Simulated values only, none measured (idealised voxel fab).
You're looking at the process module voxel tone inversion.
Pictured: cross-section cut, 190 nm wide, on a grid of 5 nm square cells.
We lay out every cross-section as a grid of square cells and spell it out in bands from the top down, where one band means one or more rows of cells. In this notation a band is specified by the heights of its top and bottom, in that order and in nm, after which its materials appear from left to right, each paired with its width in nm. The word "everywhere" attached to a single material means that material fills the band from edge to edge; the word "blank" stands for empty space. Height 0 is the level under which the wafer as received is all one material. The lowest band goes on downwards, as in "0 and below". Per-row width for "30 to 40": begins at first number (top row of band), ends at second number (bottom row), increment between rows held constant. The designation "remains unaltered", where it is given for a processing step, indicates that no cell of the cross-section was altered in the course of that step. Closed-off voids of 8+ cells (no open route to the top) go in "Enclosed void entries", written width x height at distance from the left edge, in nm. Past the settings on a step's line: simulator remark, on that step. overlay nm: mask right of planned place by this much (step with mask). Neg. = left.

These are the steps we planned for the process:
1,RECEIVE: material Si
2,CONFORMAL_DEP: material SiCN, thk nm 10
3,DIRECTIONAL_DEP: material polySi, thk nm 25
4,PATTERN: tone cover, mask id POSTS, material resist, width nm 25, pitch nm 40, thk nm 35, overlay nm -15
5,DIRECTIONAL_ETCH: etch materials polySi, depth nm 25
6,STRIP: etch materials resist
7,FILL_DEP: material lowk, thk nm 5
8,CMP: height nm 35
9,STRIP: etch materials polySi
10,CONFORMAL_DEP: material TiN, thk nm 5
11,FILL_DEP: material W, thk nm 5
12,CMP: height nm 35
13,CONFORMAL_DEP: material SiCN, thk nm 5
Across this set of wafers, the varied parameter is the overlay nm of step 4. Starting conditions are identical for every wafer, and the plan reports the value assigned to the first wafer.

Cross-section, first of several wafers, as delivered after step 1:
	0 and below: Si everywhere
	Enclosed void entries: none

First of several wafers in cross-section at module end, following the final step, step 13:
	40 down to 35: SiCN everywhere
	35 down to 15: 25 of lowk / 5 of TiN / 15 of W / 5 of TiN / 15 of lowk / 5 of TiN / 15 of W / 5 of TiN / 15 of lowk / 5 of TiN / 15 of W / 5 of TiN / 60 of lowk
	15 down to 10: 25 of lowk / 25 of TiN / 15 of lowk / 25 of TiN / 15 of lowk / 25 of TiN / 60 of lowk
	10 down to 0: SiCN everywhere
	0 and below: Si everywhere
	Enclosed void entries: none

last wafer at the end:
	40 down to 35: SiCN everywhere
	35 down to 15: 55 of lowk / 5 of TiN / 15 of W / 5 of TiN / 15 of lowk / 5 of TiN / 15 of W / 5 of TiN / 15 of lowk / 5 of TiN / 15 of W / 5 of TiN / 30 of lowk
	15 down to 10: 55 of lowk / 25 of TiN / 15 of lowk / 25 of TiN / 15 of lowk / 25 of TiN / 30 of lowk
	10 down to 0: SiCN everywhere
	0 and below: Si everywhere
	Enclosed void entries: none

So in this table every wafer gets its own row, and what you see is where it stands at the end of the module: for each material, how many cells it picked up (+) or gave up (-) since we received it, and after that its closed voids:
overlay nm -15 | +114 SiCN | +39 TiN | +36 W | +115 lowk | Enclosed void entries: none
overlay nm -10 | +114 SiCN | +39 TiN | +36 W | +115 lowk | Enclosed void entries: none
overlay nm -5 | +114 SiCN | +39 TiN | +36 W | +115 lowk | Enclosed void entries: none
overlay nm 0 | +114 SiCN | +39 TiN | +36 W | +115 lowk | Enclosed void entries: none
overlay nm 5 | +114 SiCN | +39 TiN | +36 W | +115 lowk | Enclosed void entries: none
overlay nm 10 | +114 SiCN | +39 TiN | +36 W | +115 lowk | Enclosed void entries: none
overlay nm 15 | +114 SiCN | +39 TiN | +36 W | +115 lowk | Enclosed void entries: none
